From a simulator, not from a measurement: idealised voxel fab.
You're looking at the process module voxel released beams.
Cross-section cut: width 190 nm, square cells of 5 nm.
Just so we're on the same page, the cross-sections are grids of square cells, and they're listed out in bands top to bottom, each band one or more rows deep.
It is stipulated that each band's entry specify, in nanometres, the height of the top of the band and then that of its bottom, followed by the materials of the band in left-to-right sequence, each together with its width in nanometres. A single material marked by the word "everywhere" is understood to fill the band from edge to edge; the word "air" is understood to denote empty space.
Height 0 is the level under which the wafer as received is all one material. The lowest band goes on downwards, as in "0 -> down".
The width entry "30..40" should be interpreted row by row: the top row of cells in the band takes the first number, the bottom row takes the second number, and the change between adjacent rows is uniform throughout.
It should be understood that the words "remained unchanged", when stated for a given step, signify that the cross-section underwent no change in any of its cells during that step.
Basically, "Closed cavities" tells you about the enclosed voids: empty spaces with no open way to the top, 8 cells or bigger, each written width x height at distance, where distance is from the left edge, all in nm.
Text after the settings on a step's line: the simulator's own remark on that step.
overlay nm: mask right of planned place by this much (step with mask). Neg. = left.

## Steps in the process plan
- 1: RECEIVE | material Si
- 2: CONFORMAL_DEP | material SiN | thk nm 5
- 3: DIRECTIONAL_DEP | material SiO2 | thk nm 20
- 4: PATTERN | tone open | mask id ANCHOR | material resist | width nm 45 | thk nm 15 | overlay nm 0
- 5: DIRECTIONAL_ETCH | etch materials SiO2 | depth nm 20
- 6: STRIP | etch materials resist
- 7: CONFORMAL_DEP | material TiN | thk nm 15
- 8: PATTERN | tone cover | mask id BEAM | material resist | width nm 130 | thk nm 15 | overlay nm 0
- 9: DIRECTIONAL_ETCH | etch materials TiN | depth nm 15
- 10: STRIP | etch materials resist
- 11: STRIP | etch materials SiO2

## So this is the incoming wafer in cross-section - it's already been through step 1
0 -> down: Si everywhere
Closed cavities: none

## First of two wafers: cross-section at end of module, run per plan
40 -> 25: air 25 nm, then TiN 20 nm, then air 15 nm, then TiN 95 nm, then air 35 nm
25 -> 20: air 30 nm, then TiN 15 nm, then air 15 nm, then TiN 15 nm, then air 115 nm
20 -> 5: air 30 nm, then TiN 45 nm, then air 115 nm
5 -> 0: SiN everywhere
0 -> down: Si everywhere
Closed cavities: none

## Here's the second of our two wafers sectioned at module end. Same start as the first, same plan, but one mistake got made running it
40 -> 25: air 25 nm, then TiN 130 nm, then air 35 nm
25 -> 20: SiN everywhere
20 -> 0: SiO2 everywhere
0 -> down: Si everywhere
Closed cavities: none
Diagnosis: steps 2 and 3 got flipped, so each one ran where the other should have
Heads up, by the end the second wafer has more or fewer cells of some materials compared to the first: SiO2 +152 | TiN -24
